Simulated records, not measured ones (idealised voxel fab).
Process module, titled voxel spacer lines
This is section cut - it's 235 nm across, gridded in 5 nm square cells.
In this document a cross-section is written as a grid of square cells. It is given as a series of bands, listed from the top down, and a band is one or more rows of cells.
Band: top height; bottom height; in nm. Then, left to right: material with width in nm, for each material. "all across": a single material spanning edge to edge. "empty": empty space.
It should be noted that heights are counted from 0, beneath which the wafer as supplied is of one material throughout, and that the lowest band possesses no lower boundary but continues downward, as written in "0 -> down".
Graded width ("30 to 40"): value in top row of band = first number; value in bottom row = second number; row-to-row change constant.
Reading "no modifications" for a step: not a cell of the cross-section changed in it.
Heads up: "Fully enclosed voids" only lists the empty pockets with no open path to the top that are 8 cells or more, and it writes them as width x height at distance, distance from the left edge, in nm.
Note: text after step settings on the step line = simulator remark on that step.
Regarding "overlay nm": on a step with a mask, it is the distance the mask lay to the right of its planned place; a negative value places it to the left.
Note: before/after cross-section pairs follow, one process step per pair, after-side truncated at the lowest changed band, step and settings given beneath. Different runs of this module on the same starting wafer may supply the pairs; a pair continues the one above only where the "Pre-process cross-section" entry says so.
PRE-PROCESS CROSS-SECTION
0 -> down = Si all across
Fully enclosed voids: none
SECTIONAL RESULT
5 -> 0 = SiO2 all across
For the remainder of the cross-section, below 0, there is no change.
Fully enclosed voids: none
Process step separating the two views above: CONFORMAL_DEP, material SiO2, thk nm 5
Pre-process cross-section: we pick up right where the pair above leaves off, with its after cross-section.
SECTIONAL RESULT
25 -> 5 = TiN all across
For the remainder of the cross-section, below 5, there is no change.
Fully enclosed voids: none
Process step separating the two views above: DIRECTIONAL_DEP, material TiN, thk nm 20
Pre-process cross-section: we pick up right where the pair above leaves off, with its after cross-section.
SECTIONAL RESULT
45 -> 25 = aC all across
For the remainder of the cross-section, below 25, there is no change.
Fully enclosed voids: none
Process step separating the two views above: DIRECTIONAL_DEP, material aC, thk nm 20
Pre-process cross-section: we pick up right where the pair above leaves off, with its after cross-section.
SECTIONAL RESULT
70 -> 45 = 80 of empty; 15 of resist; 45 of empty; 15 of resist; 80 of empty
For the remainder of the cross-section, below 45, there is no change.
Fully enclosed voids: none
Process step separating the two views above: PATTERN, tone cover, mask id MANDREL, material resist, width nm 15, pitch nm 60, thk nm 25, overlay nm 0
Pre-process cross-section: we pick up right where the pair above leaves off, with its after cross-section.
SECTIONAL RESULT
50 -> 45 = 80 of empty; 15 of resist; 45 of empty; 15 of resist; 80 of empty
45 -> 25 = 80 of empty; 15 of aC; 45 of empty; 15 of aC; 80 of empty
For the remainder of the cross-section, below 25, there is no change.
Fully enclosed voids: none
Process step separating the two views above: DIRECTIONAL_ETCH, etch materials aC, depth nm 20
Pre-process cross-section: we pick up right where the pair above leaves off, with its after cross-section.
SECTIONAL RESULT
45 -> 25 = 80 of empty; 15 of aC; 45 of empty; 15 of aC; 80 of empty
For the remainder of the cross-section, below 25, there is no change.
Fully enclosed voids: none
Process step separating the two views above: STRIP, etch materials resist
Pre-process cross-section: we pick up right where the pair above leaves off, with its after cross-section.
SECTIONAL RESULT
60 -> 45 = 65 of empty; 45 of SiN; 15 of empty; 45 of SiN; 65 of empty
45 -> 40 = 65 of empty; 15 of SiN; 15 of aC; 15 of SiN; 15 of empty; 15 of SiN; 15 of aC; 15 of SiN; 65 of empty
40 -> 25 = 80 of SiN; 15 of aC; 45 of SiN; 15 of aC; 80 of SiN
For the remainder of the cross-section, below 25, there is no change.
Fully enclosed voids: none
Process step separating the two views above: CONFORMAL_DEP, material SiN, thk nm 15
Pre-process cross-section: we pick up right where the pair above leaves off, with its after cross-section.
SECTIONAL RESULT
45 -> 25 = 65 of empty; 15 of SiN; 15 of aC; 15 of SiN; 15 of empty; 15 of SiN; 15 of aC; 15 of SiN; 65 of empty
For the remainder of the cross-section, below 25, there is no change.
Fully enclosed voids: none
Process step separating the two views above: DIRECTIONAL_ETCH, etch materials SiN, depth nm 15
Pre-process cross-section: we pick up right where the pair above leaves off, with its after cross-section.
SECTIONAL RESULT
45 -> 25 = 65 of empty; 15 of SiN; 15 of empty; 15 of SiN; 15 of empty; 15 of SiN; 15 of empty; 15 of SiN; 65 of empty
For the remainder of the cross-section, below 25, there is no change.
Fully enclosed voids: none
Process step separating the two views above: STRIP, etch materials aC
Pre-process cross-section: we pick up right where the pair above leaves off, with its after cross-section.
SECTIONAL RESULT
45 -> 25 = 65 of empty; 15 of SiN; 15 of empty; 15 of SiN; 15 of empty; 15 of SiN; 15 of empty; 15 of SiN; 65 of empty
25 -> 5 = 65 of empty; 15 of TiN; 15 of empty; 15 of TiN; 15 of empty; 15 of TiN; 15 of empty; 15 of TiN; 65 of empty
For the remainder of the cross-section, below 5, there is no change.
Fully enclosed voids: none
Process step separating the two views above: DIRECTIONAL_ETCH, etch materials TiN, depth nm 20
Pre-process cross-section: we pick up right where the pair above leaves off, with its after cross-section.
SECTIONAL RESULT
25 -> 5 = 65 of empty; 15 of TiN; 15 of empty; 15 of TiN; 15 of empty; 15 of TiN; 15 of empty; 15 of TiN; 65 of empty
For the remainder of the cross-section, below 5, there is no change.
Fully enclosed voids: none
Process step separating the two views above: STRIP, etch materials SiN
Pre-process cross-section: we pick up right where the pair above leaves off, with its after cross-section.
SECTIONAL RESULT
30 -> 25 = SiO2 all across
25 -> 5 = 65 of SiO2; 15 of TiN; 15 of SiO2; 15 of TiN; 15 of SiO2; 15 of TiN; 15 of SiO2; 15 of TiN; 65 of SiO2
For the remainder of the cross-section, below 5, there is no change.
Fully enclosed voids: none
Process step separating the two views above: FILL_DEP, material SiO2, thk nm 5
Pre-process cross-section: we pick up right where the pair above leaves off, with its after cross-section.
SECTIONAL RESULT
25 -> 5 = 65 of SiO2; 15 of TiN; 15 of SiO2; 15 of TiN; 15 of SiO2; 15 of TiN; 15 of SiO2; 15 of TiN; 65 of SiO2
For the remainder of the cross-section, below 5, there is no change.
Fully enclosed voids: none
Process step separating the two views above: CMP, height nm 25
PRE-PROCESS CROSS-SECTION
0 -> down = Si all across
Fully enclosed voids: none
SECTIONAL RESULT
20 -> 0 = TiN all across
For the remainder of the cross-section, below 0, there is no change.
Fully enclosed voids: none
Process step separating the two views above: DIRECTIONAL_DEP, material TiN, thk nm 20
Pre-process cross-section: we pick up right where the pair above leaves off, with its after cross-section.
SECTIONAL RESULT
40 -> 20 = aC all across
For the remainder of the cross-section, below 20, there is no change.
Fully enclosed voids: none
Process step separating the two views above: DIRECTIONAL_DEP, material aC, thk nm 20
Pre-process cross-section: we pick up right where the pair above leaves off, with its after cross-section.
SECTIONAL RESULT
65 -> 40 = 80 of empty; 15 of resist; 45 of empty; 15 of resist; 80 of empty
For the remainder of the cross-section, below 40, there is no change.
Fully enclosed voids: none
Process step separating the two views above: PATTERN, tone cover, mask id MANDREL, material resist, width nm 15, pitch nm 60, thk nm 25, overlay nm 0
Pre-process cross-section: we pick up right where the pair above leaves off, with its after cross-section.
SECTIONAL RESULT
45 -> 40 = 80 of empty; 15 of resist; 45 of empty; 15 of resist; 80 of empty
40 -> 20 = 80 of empty; 15 of aC; 45 of empty; 15 of aC; 80 of empty
For the remainder of the cross-section, below 20, there is no change.
Fully enclosed voids: none
Process step separating the two views above: DIRECTIONAL_ETCH, etch materials aC, depth nm 20
Pre-process cross-section: we pick up right where the pair above leaves off, with its after cross-section.
SECTIONAL RESULT
40 -> 20 = 80 of empty; 15 of aC; 45 of empty; 15 of aC; 80 of empty
For the remainder of the cross-section, below 20, there is no change.
Fully enclosed voids: none
Process step separating the two views above: STRIP, etch materials resist
Pre-process cross-section: we pick up right where the pair above leaves off, with its after cross-section.
SECTIONAL RESULT
55 -> 40 = 65 of empty; 45 of SiN; 15 of empty; 45 of SiN; 65 of empty
40 -> 35 = 65 of empty; 15 of SiN; 15 of aC; 15 of SiN; 15 of empty; 15 of SiN; 15 of aC; 15 of SiN; 65 of empty
35 -> 20 = 80 of SiN; 15 of aC; 45 of SiN; 15 of aC; 80 of SiN
For the remainder of the cross-section, below 20, there is no change.
Fully enclosed voids: none
Process step separating the two views above: CONFORMAL_DEP, material SiN, thk nm 15
Pre-process cross-section: we pick up right where the pair above leaves off, with its after cross-section.
SECTIONAL RESULT
40 -> 20 = 65 of empty; 15 of SiN; 15 of aC; 15 of SiN; 15 of empty; 15 of SiN; 15 of aC; 15 of SiN; 65 of empty
For the remainder of the cross-section, below 20, there is no change.
Fully enclosed voids: none
Process step separating the two views above: DIRECTIONAL_ETCH, etch materials SiN, depth nm 15
Pre-process cross-section: we pick up right where the pair above leaves off, with its after cross-section.
SECTIONAL RESULT
40 -> 20 = 65 of empty; 15 of SiN; 15 of empty; 15 of SiN; 15 of empty; 15 of SiN; 15 of empty; 15 of SiN; 65 of empty
For the remainder of the cross-section, below 20, there is no change.
Fully enclosed voids: none
Process step separating the two views above: STRIP, etch materials aC
Pre-process cross-section: we pick up right where the pair above leaves off, with its after cross-section.
SECTIONAL RESULT
40 -> 20 = 65 of empty; 15 of SiN; 15 of empty; 15 of SiN; 15 of empty; 15 of SiN; 15 of empty; 15 of SiN; 65 of empty
20 -> 0 = 65 of empty; 15 of TiN; 15 of empty; 15 of TiN; 15 of empty; 15 of TiN; 15 of empty; 15 of TiN; 65 of empty
For the remainder of the cross-section, below 0, there is no change.
Fully enclosed voids: none
Process step separating the two views above: DIRECTIONAL_ETCH, etch materials TiN, depth nm 20
Pre-process cross-section: we pick up right where the pair above leaves off, with its after cross-section.
SECTIONAL RESULT
20 -> 0 = 65 of empty; 15 of TiN; 15 of empty; 15 of TiN; 15 of empty; 15 of TiN; 15 of empty; 15 of TiN; 65 of empty
For the remainder of the cross-section, below 0, there is no change.
Fully enclosed voids: none
Process step separating the two views above: STRIP, etch materials SiN
Pre-process cross-section: we pick up right where the pair above leaves off, with its after cross-section.
SECTIONAL RESULT
25 -> 20 = SiO2 all across
20 -> 0 = 65 of SiO2; 15 of TiN; 15 of SiO2; 15 of TiN; 15 of SiO2; 15 of TiN; 15 of SiO2; 15 of TiN; 65 of SiO2
For the remainder of the cross-section, below 0, there is no change.
Fully enclosed voids: none
Process step separating the two views above: FILL_DEP, material SiO2, thk nm 5
PRE-PROCESS CROSS-SECTION
50 -> 45 = 80 of empty; 15 of resist; 45 of empty; 15 of resist; 80 of empty
45 -> 25 = 80 of empty; 15 of aC; 45 of empty; 15 of aC; 80 of empty
25 -> 5 = TiN all across
5 -> 0 = SiO2 all across
0 -> down = Si all across
Fully enclosed voids: none
SECTIONAL RESULT
30 -> 25 = 80 of empty; 15 of aC; 45 of empty; 15 of aC; 80 of empty
For the remainder of the cross-section, below 25, there is no change.
Fully enclosed voids: none
Process step separating the two views above: DIRECTIONAL_ETCH, etch materials aC, depth nm 20
Pre-process cross-section: we pick up right where the pair above leaves off, with its after cross-section.
SECTIONAL RESULT
45 -> 40 = 65 of empty; 45 of SiN; 15 of empty; 45 of SiN; 65 of empty
40 -> 30 = SiN all across
30 -> 25 = 80 of SiN; 15 of aC; 45 of SiN; 15 of aC; 80 of SiN
For the remainder of the cross-section, below 25, there is no change.
Fully enclosed voids: none
Process step separating the two views above: CONFORMAL_DEP, material SiN, thk nm 15
Pre-process cross-section: we pick up right where the pair above leaves off, with its after cross-section.
SECTIONAL RESULT
30 -> 25 = 65 of empty; 15 of SiN; 15 of aC; 15 of SiN; 15 of empty; 15 of SiN; 15 of aC; 15 of SiN; 65 of empty
For the remainder of the cross-section, below 25, there is no change.
Fully enclosed voids: none
Process step separating the two views above: DIRECTIONAL_ETCH, etch materials SiN, depth nm 15
Pre-process cross-section: we pick up right where the pair above leaves off, with its after cross-section.
SECTIONAL RESULT
30 -> 25 = 65 of empty; 15 of SiN; 15 of empty; 15 of SiN; 15 of empty; 15 of SiN; 15 of empty; 15 of SiN; 65 of empty
For the remainder of the cross-section, below 25, there is no change.
Fully enclosed voids: none
Process step separating the two views above: STRIP, etch materials aC
Pre-process cross-section: we pick up right where the pair above leaves off, with its after cross-section.
SECTIONAL RESULT
30 -> 25 = 65 of empty; 15 of SiN; 15 of empty; 15 of SiN; 15 of empty; 15 of SiN; 15 of empty; 15 of SiN; 65 of empty
25 -> 5 = 65 of empty; 15 of TiN; 15 of empty; 15 of TiN; 15 of empty; 15 of TiN; 15 of empty; 15 of TiN; 65 of empty
For the remainder of the cross-section, below 5, there is no change.
Fully enclosed voids: none
Process step separating the two views above: DIRECTIONAL_ETCH, etch materials TiN, depth nm 20
Pre-process cross-section: we pick up right where the pair above leaves off, with its after cross-section.
SECTIONAL RESULT
25 -> 5 = 65 of empty; 15 of TiN; 15 of empty; 15 of TiN; 15 of empty; 15 of TiN; 15 of empty; 15 of TiN; 65 of empty
For the remainder of the cross-section, below 5, there is no change.
Fully enclosed voids: none
Process step separating the two views above: STRIP, etch materials SiN
PRE-PROCESS CROSS-SECTION
20 -> 0 = TiN all across
0 -> down = Si all across
Fully enclosed voids: none
SECTIONAL RESULT
25 -> 20 = SiO2 all across
For the remainder of the cross-section, below 20, there is no change.
Fully enclosed voids: none
Process step separating the two views above: CONFORMAL_DEP, material SiO2, thk nm 5
Pre-process cross-section: we pick up right where the pair above leaves off, with its after cross-section.
SECTIONAL RESULT
45 -> 25 = aC all across
For the remainder of the cross-section, below 25, there is no change.
Fully enclosed voids: none
Process step separating the two views above: DIRECTIONAL_DEP, material aC, thk nm 20
Pre-process cross-section: we pick up right where the pair above leaves off, with its after cross-section.
SECTIONAL RESULT
70 -> 45 = 80 of empty; 15 of resist; 45 of empty; 15 of resist; 80 of empty
For the remainder of the cross-section, below 45, there is no change.
Fully enclosed voids: none
Process step separating the two views above: PATTERN, tone cover, mask id MANDREL, material resist, width nm 15, pitch nm 60, thk nm 25, overlay nm 0
Pre-process cross-section: we pick up right where the pair above leaves off, with its after cross-section.
SECTIONAL RESULT
50 -> 45 = 80 of empty; 15 of resist; 45 of empty; 15 of resist; 80 of empty
45 -> 25 = 80 of empty; 15 of aC; 45 of empty; 15 of aC; 80 of empty
For the remainder of the cross-section, below 25, there is no change.
Fully enclosed voids: none
Process step separating the two views above: DIRECTIONAL_ETCH, etch materials aC, depth nm 20
Pre-process cross-section: we pick up right where the pair above leaves off, with its after cross-section.
SECTIONAL RESULT
45 -> 25 = 80 of empty; 15 of aC; 45 of empty; 15 of aC; 80 of empty
For the remainder of the cross-section, below 25, there is no change.
Fully enclosed voids: none
Process step separating the two views above: STRIP, etch materials resist
Pre-process cross-section: we pick up right where the pair above leaves off, with its after cross-section.
SECTIONAL RESULT
60 -> 45 = 65 of empty; 45 of SiN; 15 of empty; 45 of SiN; 65 of empty
45 -> 40 = 65 of empty; 15 of SiN; 15 of aC; 15 of SiN; 15 of empty; 15 of SiN; 15 of aC; 15 of SiN; 65 of empty
40 -> 25 = 80 of SiN; 15 of aC; 45 of SiN; 15 of aC; 80 of SiN
For the remainder of the cross-section, below 25, there is no change.
Fully enclosed voids: none
Process step separating the two views above: CONFORMAL_DEP, material SiN, thk nm 15
Pre-process cross-section: we pick up right where the pair above leaves off, with its after cross-section.
SECTIONAL RESULT
45 -> 25 = 65 of empty; 15 of SiN; 15 of aC; 15 of SiN; 15 of empty; 15 of SiN; 15 of aC; 15 of SiN; 65 of empty
For the remainder of the cross-section, below 25, there is no change.
Fully enclosed voids: none
Process step separating the two views above: DIRECTIONAL_ETCH, etch materials SiN, depth nm 15
Pre-process cross-section: we pick up right where the pair above leaves off, with its after cross-section.
SECTIONAL RESULT
45 -> 25 = 65 of empty; 15 of SiN; 15 of empty; 15 of SiN; 15 of empty; 15 of SiN; 15 of empty; 15 of SiN; 65 of empty
For the remainder of the cross-section, below 25, there is no change.
Fully enclosed voids: none
Process step separating the two views above: STRIP, etch materials aC
Pre-process cross-section: we pick up right where the pair above leaves off, with its after cross-section.
SECTIONAL RESULT
25 -> 20 = SiO2 all across
For the remainder of the cross-section, below 20, there is no change.
Fully enclosed voids: none
Process step separating the two views above: STRIP, etch materials SiN
Pre-process cross-section: we pick up right where the pair above leaves off, with its after cross-section.
SECTIONAL RESULT
30 -> 20 = SiO2 all across
For the remainder of the cross-section, below 20, there is no change.
Fully enclosed voids: none
Process step separating the two views above: FILL_DEP, material SiO2, thk nm 5
Pre-process cross-section: we pick up right where the pair above leaves off, with its after cross-section.
SECTIONAL RESULT
25 -> 20 = SiO2 all across
For the remainder of the cross-section, below 20, there is no change.
Fully enclosed voids: none
Process step separating the two views above: CMP, height nm 25
PRE-PROCESS CROSS-SECTION
30 -> 25 = SiO2 all across
25 -> 5 = 65 of SiO2; 15 of TiN; 15 of SiO2; 15 of TiN; 15 of SiO2; 15 of TiN; 15 of SiO2; 15 of TiN; 65 of SiO2
5 -> 0 = SiO2 all across
0 -> down = Si all across
Fully enclosed voids: none
SECTIONAL RESULT
20 -> 5 = 65 of SiO2; 15 of TiN; 15 of SiO2; 15 of TiN; 15 of SiO2; 15 of TiN; 15 of SiO2; 15 of TiN; 65 of SiO2
For the remainder of the cross-section, below 5, there is no change.
Fully enclosed voids: none
Process step separating the two views above: CMP, height nm 20
PRE-PROCESS CROSS-SECTION
45 -> 25 = aC all across
25 -> 5 = TiN all across
5 -> 0 = SiO2 all across
0 -> down = Si all across
Fully enclosed voids: none
SECTIONAL RESULT
70 -> 45 = 75 of empty; 25 of resist; 35 of empty; 25 of resist; 75 of empty
For the remainder of the cross-section, below 45, there is no change.
Fully enclosed voids: none
Process step separating the two views above: PATTERN, tone cover, mask id MANDREL, material resist, width nm 25, pitch nm 60, thk nm 25, overlay nm 0
Pre-process cross-section: we pick up right where the pair above leaves off, with its after cross-section.
SECTIONAL RESULT
50 -> 45 = 75 of empty; 25 of resist; 35 of empty; 25 of resist; 75 of empty
45 -> 25 = 75 of empty; 25 of aC; 35 of empty; 25 of aC; 75 of empty
For the remainder of the cross-section, below 25, there is no change.
Fully enclosed voids: none
Process step separating the two views above: DIRECTIONAL_ETCH, etch materials aC, depth nm 20
Pre-process cross-section: we pick up right where the pair above leaves off, with its after cross-section.
SECTIONAL RESULT
45 -> 25 = 75 of empty; 25 of aC; 35 of empty; 25 of aC; 75 of empty
For the remainder of the cross-section, below 25, there is no change.
Fully enclosed voids: none
Process step separating the two views above: STRIP, etch materials resist
Pre-process cross-section: we pick up right where the pair above leaves off, with its after cross-section.
SECTIONAL RESULT
60 -> 45 = 60 of empty; 55 of SiN; 5 of empty; 55 of SiN; 60 of empty
45 -> 40 = 60 of empty; 15 of SiN; 25 of aC; 15 of SiN; 5 of empty; 15 of SiN; 25 of aC; 15 of SiN; 60 of empty
40 -> 25 = 75 of SiN; 25 of aC; 35 of SiN; 25 of aC; 75 of SiN
For the remainder of the cross-section, below 25, there is no change.
Fully enclosed voids: none
Process step separating the two views above: CONFORMAL_DEP, material SiN, thk nm 15
Pre-process cross-section: we pick up right where the pair above leaves off, with its after cross-section.
SECTIONAL RESULT
45 -> 25 = 60 of empty; 15 of SiN; 25 of aC; 15 of SiN; 5 of empty; 15 of SiN; 25 of aC; 15 of SiN; 60 of empty
For the remainder of the cross-section, below 25, there is no change.
Fully enclosed voids: none
Process step separating the two views above: DIRECTIONAL_ETCH, etch materials SiN, depth nm 15
Pre-process cross-section: we pick up right where the pair above leaves off, with its after cross-section.
SECTIONAL RESULT
45 -> 25 = 60 of empty; 15 of SiN; 25 of empty; 15 of SiN; 5 of empty; 15 of SiN; 25 of empty; 15 of SiN; 60 of empty
For the remainder of the cross-section, below 25, there is no change.
Fully enclosed voids: none
Process step separating the two views above: STRIP, etch materials aC
Pre-process cross-section: we pick up right where the pair above leaves off, with its after cross-section.
SECTIONAL RESULT
45 -> 25 = 60 of empty; 15 of SiN; 25 of empty; 15 of SiN; 5 of empty; 15 of SiN; 25 of empty; 15 of SiN; 60 of empty
25 -> 5 = 60 of empty; 15 of TiN; 25 of empty; 15 of TiN; 5 of empty; 15 of TiN; 25 of empty; 15 of TiN; 60 of empty
For the remainder of the cross-section, below 5, there is no change.
Fully enclosed voids: none
Process step separating the two views above: DIRECTIONAL_ETCH, etch materials TiN, depth nm 20
Pre-process cross-section: we pick up right where the pair above leaves off, with its after cross-section.
SECTIONAL RESULT
25 -> 5 = 60 of empty; 15 of TiN; 25 of empty; 15 of TiN; 5 of empty; 15 of TiN; 25 of empty; 15 of TiN; 60 of empty
For the remainder of the cross-section, below 5, there is no change.
Fully enclosed voids: none
Process step separating the two views above: STRIP, etch materials SiN
Pre-process cross-section: we pick up right where the pair above leaves off, with its after cross-section.
SECTIONAL RESULT
30 -> 25 = SiO2 all across
25 -> 5 = 60 of SiO2; 15 of TiN; 25 of SiO2; 15 of TiN; 5 of SiO2; 15 of TiN; 25 of SiO2; 15 of TiN; 60 of SiO2
For the remainder of the cross-section, below 5, there is no change.
Fully enclosed voids: none
Process step separating the two views above: FILL_DEP, material SiO2, thk nm 5
Pre-process cross-section: we pick up right where the pair above leaves off, with its after cross-section.
SECTIONAL RESULT
25 -> 5 = 60 of SiO2; 15 of TiN; 25 of SiO2; 15 of TiN; 5 of SiO2; 15 of TiN; 25 of SiO2; 15 of TiN; 60 of SiO2
For the remainder of the cross-section, below 5, there is no change.
Fully enclosed voids: none
Process step separating the two views above: CMP, height nm 25
PRE-PROCESS CROSS-SECTION
45 -> 25 = aC all across
25 -> 5 = TiN all across
5 -> 0 = SiO2 all across
0 -> down = Si all across
Fully enclosed voids: none
SECTIONAL RESULT
70 -> 45 = 70 of empty; 15 of resist; 45 of empty; 15 of resist; 90 of empty
For the remainder of the cross-section, below 45, there is no change.
Fully enclosed voids: none
Process step separating the two views above: PATTERN, tone cover, mask id MANDREL, material resist, width nm 15, pitch nm 60, thk nm 25, overlay nm -10
Pre-process cross-section: we pick up right where the pair above leaves off, with its after cross-section.
SECTIONAL RESULT
50 -> 45 = 70 of empty; 15 of resist; 45 of empty; 15 of resist; 90 of empty
45 -> 25 = 70 of empty; 15 of aC; 45 of empty; 15 of aC; 90 of empty
For the remainder of the cross-section, below 25, there is no change.
Fully enclosed voids: none
Process step separating the two views above: DIRECTIONAL_ETCH, etch materials aC, depth nm 20
Pre-process cross-section: we pick up right where the pair above leaves off, with its after cross-section.
SECTIONAL RESULT
45 -> 25 = 70 of empty; 15 of aC; 45 of empty; 15 of aC; 90 of empty
For the remainder of the cross-section, below 25, there is no change.
Fully enclosed voids: none
Process step separating the two views above: STRIP, etch materials resist
Pre-process cross-section: we pick up right where the pair above leaves off, with its after cross-section.
SECTIONAL RESULT
60 -> 45 = 55 of empty; 45 of SiN; 15 of empty; 45 of SiN; 75 of empty
45 -> 40 = 55 of empty; 15 of SiN; 15 of aC; 15 of SiN; 15 of empty; 15 of SiN; 15 of aC; 15 of SiN; 75 of empty
40 -> 25 = 70 of SiN; 15 of aC; 45 of SiN; 15 of aC; 90 of SiN
For the remainder of the cross-section, below 25, there is no change.
Fully enclosed voids: none
Process step separating the two views above: CONFORMAL_DEP, material SiN, thk nm 15
Pre-process cross-section: we pick up right where the pair above leaves off, with its after cross-section.
SECTIONAL RESULT
45 -> 25 = 55 of empty; 15 of SiN; 15 of aC; 15 of SiN; 15 of empty; 15 of SiN; 15 of aC; 15 of SiN; 75 of empty
For the remainder of the cross-section, below 25, there is no change.
Fully enclosed voids: none
Process step separating the two views above: DIRECTIONAL_ETCH, etch materials SiN, depth nm 15
Pre-process cross-section: we pick up right where the pair above leaves off, with its after cross-section.
SECTIONAL RESULT
45 -> 25 = 55 of empty; 15 of SiN; 15 of empty; 15 of SiN; 15 of empty; 15 of SiN; 15 of empty; 15 of SiN; 75 of empty
For the remainder of the cross-section, below 25, there is no change.
Fully enclosed voids: none
Process step separating the two views above: STRIP, etch materials aC
Pre-process cross-section: we pick up right where the pair above leaves off, with its after cross-section.
SECTIONAL RESULT
45 -> 25 = 55 of empty; 15 of SiN; 15 of empty; 15 of SiN; 15 of empty; 15 of SiN; 15 of empty; 15 of SiN; 75 of empty
25 -> 5 = 55 of empty; 15 of TiN; 15 of empty; 15 of TiN; 15 of empty; 15 of TiN; 15 of empty; 15 of TiN; 75 of empty
For the remainder of the cross-section, below 5, there is no change.
Fully enclosed voids: none
Process step separating the two views above: DIRECTIONAL_ETCH, etch materials TiN, depth nm 20
Pre-process cross-section: we pick up right where the pair above leaves off, with its after cross-section.
SECTIONAL RESULT
25 -> 5 = 55 of empty; 15 of TiN; 15 of empty; 15 of TiN; 15 of empty; 15 of TiN; 15 of empty; 15 of TiN; 75 of empty
For the remainder of the cross-section, below 5, there is no change.
Fully enclosed voids: none
Process step separating the two views above: STRIP, etch materials SiN
Pre-process cross-section: we pick up right where the pair above leaves off, with its after cross-section.
SECTIONAL RESULT
30 -> 25 = SiO2 all across
25 -> 5 = 55 of SiO2; 15 of TiN; 15 of SiO2; 15 of TiN; 15 of SiO2; 15 of TiN; 15 of SiO2; 15 of TiN; 75 of SiO2
For the remainder of the cross-section, below 5, there is no change.
Fully enclosed voids: none
Process step separating the two views above: FILL_DEP, material SiO2, thk nm 5
Pre-process cross-section: we pick up right where the pair above leaves off, with its after cross-section.
SECTIONAL RESULT
25 -> 5 = 55 of SiO2; 15 of TiN; 15 of SiO2; 15 of TiN; 15 of SiO2; 15 of TiN; 15 of SiO2; 15 of TiN; 75 of SiO2
For the remainder of the cross-section, below 5, there is no change.
Fully enclosed voids: none
Process step separating the two views above: CMP, height nm 25
PRE-PROCESS CROSS-SECTION
0 -> down = Si all across
Fully enclosed voids: none
SECTIONAL RESULT
5 -> 0 = TiN all across
For the remainder of the cross-section, below 0, there is no change.
Fully enclosed voids: none
Process step separating the two views above: CONFORMAL_DEP, material TiN, thk nm 5
Pre-process cross-section: we pick up right where the pair above leaves off, with its after cross-section.
SECTIONAL RESULT
25 -> 0 = TiN all across
For the remainder of the cross-section, below 0, there is no change.
Fully enclosed voids: none
Process step separating the two views above: DIRECTIONAL_DEP, material TiN, thk nm 20
Pre-process cross-section: we pick up right where the pair above leaves off, with its after cross-section.
SECTIONAL RESULT
45 -> 25 = aC all across
For the remainder of the cross-section, below 25, there is no change.
Fully enclosed voids: none
Process step separating the two views above: DIRECTIONAL_DEP, material aC, thk nm 20
Pre-process cross-section: we pick up right where the pair above leaves off, with its after cross-section.
SECTIONAL RESULT
70 -> 45 = 80 of empty; 15 of resist; 45 of empty; 15 of resist; 80 of empty
For the remainder of the cross-section, below 45, there is no change.
Fully enclosed voids: none
Process step separating the two views above: PATTERN, tone cover, mask id MANDREL, material resist, width nm 15, pitch nm 60, thk nm 25, overlay nm 0
Pre-process cross-section: we pick up right where the pair above leaves off, with its after cross-section.
SECTIONAL RESULT
50 -> 45 = 80 of empty; 15 of resist; 45 of empty; 15 of resist; 80 of empty
45 -> 25 = 80 of empty; 15 of aC; 45 of empty; 15 of aC; 80 of empty
For the remainder of the cross-section, below 25, there is no change.
Fully enclosed voids: none
Process step separating the two views above: DIRECTIONAL_ETCH, etch materials aC, depth nm 20
Pre-process cross-section: we pick up right where the pair above leaves off, with its after cross-section.
SECTIONAL RESULT
45 -> 25 = 80 of empty; 15 of aC; 45 of empty; 15 of aC; 80 of empty
For the remainder of the cross-section, below 25, there is no change.
Fully enclosed voids: none
Process step separating the two views above: STRIP, etch materials resist
Pre-process cross-section: we pick up right where the pair above leaves off, with its after cross-section.
SECTIONAL RESULT
60 -> 45 = 65 of empty; 45 of SiN; 15 of empty; 45 of SiN; 65 of empty
45 -> 40 = 65 of empty; 15 of SiN; 15 of aC; 15 of SiN; 15 of empty; 15 of SiN; 15 of aC; 15 of SiN; 65 of empty
40 -> 25 = 80 of SiN; 15 of aC; 45 of SiN; 15 of aC; 80 of SiN
For the remainder of the cross-section, below 25, there is no change.
Fully enclosed voids: none
Process step separating the two views above: CONFORMAL_DEP, material SiN, thk nm 15
Pre-process cross-section: we pick up right where the pair above leaves off, with its after cross-section.
SECTIONAL RESULT
45 -> 25 = 65 of empty; 15 of SiN; 15 of aC; 15 of SiN; 15 of empty; 15 of SiN; 15 of aC; 15 of SiN; 65 of empty
For the remainder of the cross-section, below 25, there is no change.
Fully enclosed voids: none
Process step separating the two views above: DIRECTIONAL_ETCH, etch materials SiN, depth nm 15
Pre-process cross-section: we pick up right where the pair above leaves off, with its after cross-section.
SECTIONAL RESULT
45 -> 25 = 65 of empty; 15 of SiN; 15 of empty; 15 of SiN; 15 of empty; 15 of SiN; 15 of empty; 15 of SiN; 65 of empty
For the remainder of the cross-section, below 25, there is no change.
Fully enclosed voids: none
Process step separating the two views above: STRIP, etch materials aC
Pre-process cross-section: we pick up right where the pair above leaves off, with its after cross-section.
SECTIONAL RESULT
45 -> 25 = 65 of empty; 15 of SiN; 15 of empty; 15 of SiN; 15 of empty; 15 of SiN; 15 of empty; 15 of SiN; 65 of empty
25 -> 5 = 65 of empty; 15 of TiN; 15 of empty; 15 of TiN; 15 of empty; 15 of TiN; 15 of empty; 15 of TiN; 65 of empty
For the remainder of the cross-section, below 5, there is no change.
Fully enclosed voids: none
Process step separating the two views above: DIRECTIONAL_ETCH, etch materials TiN, depth nm 20
Pre-process cross-section: we pick up right where the pair above leaves off, with its after cross-section.
SECTIONAL RESULT
25 -> 5 = 65 of empty; 15 of TiN; 15 of empty; 15 of TiN; 15 of empty; 15 of TiN; 15 of empty; 15 of TiN; 65 of empty
For the remainder of the cross-section, below 5, there is no change.
Fully enclosed voids: none
Process step separating the two views above: STRIP, etch materials SiN
Pre-process cross-section: we pick up right where the pair above leaves off, with its after cross-section.
SECTIONAL RESULT
30 -> 25 = SiO2 all across
25 -> 5 = 65 of SiO2; 15 of TiN; 15 of SiO2; 15 of TiN; 15 of SiO2; 15 of TiN; 15 of SiO2; 15 of TiN; 65 of SiO2
For the remainder of the cross-section, below 5, there is no change.
Fully enclosed voids: none
Process step separating the two views above: FILL_DEP, material SiO2, thk nm 5
Pre-process cross-section: we pick up right where the pair above leaves off, with its after cross-section.
SECTIONAL RESULT
25 -> 5 = 65 of SiO2; 15 of TiN; 15 of SiO2; 15 of TiN; 15 of SiO2; 15 of TiN; 15 of SiO2; 15 of TiN; 65 of SiO2
For the remainder of the cross-section, below 5, there is no change.
Fully enclosed voids: none
Process step separating the two views above: CMP, height nm 25
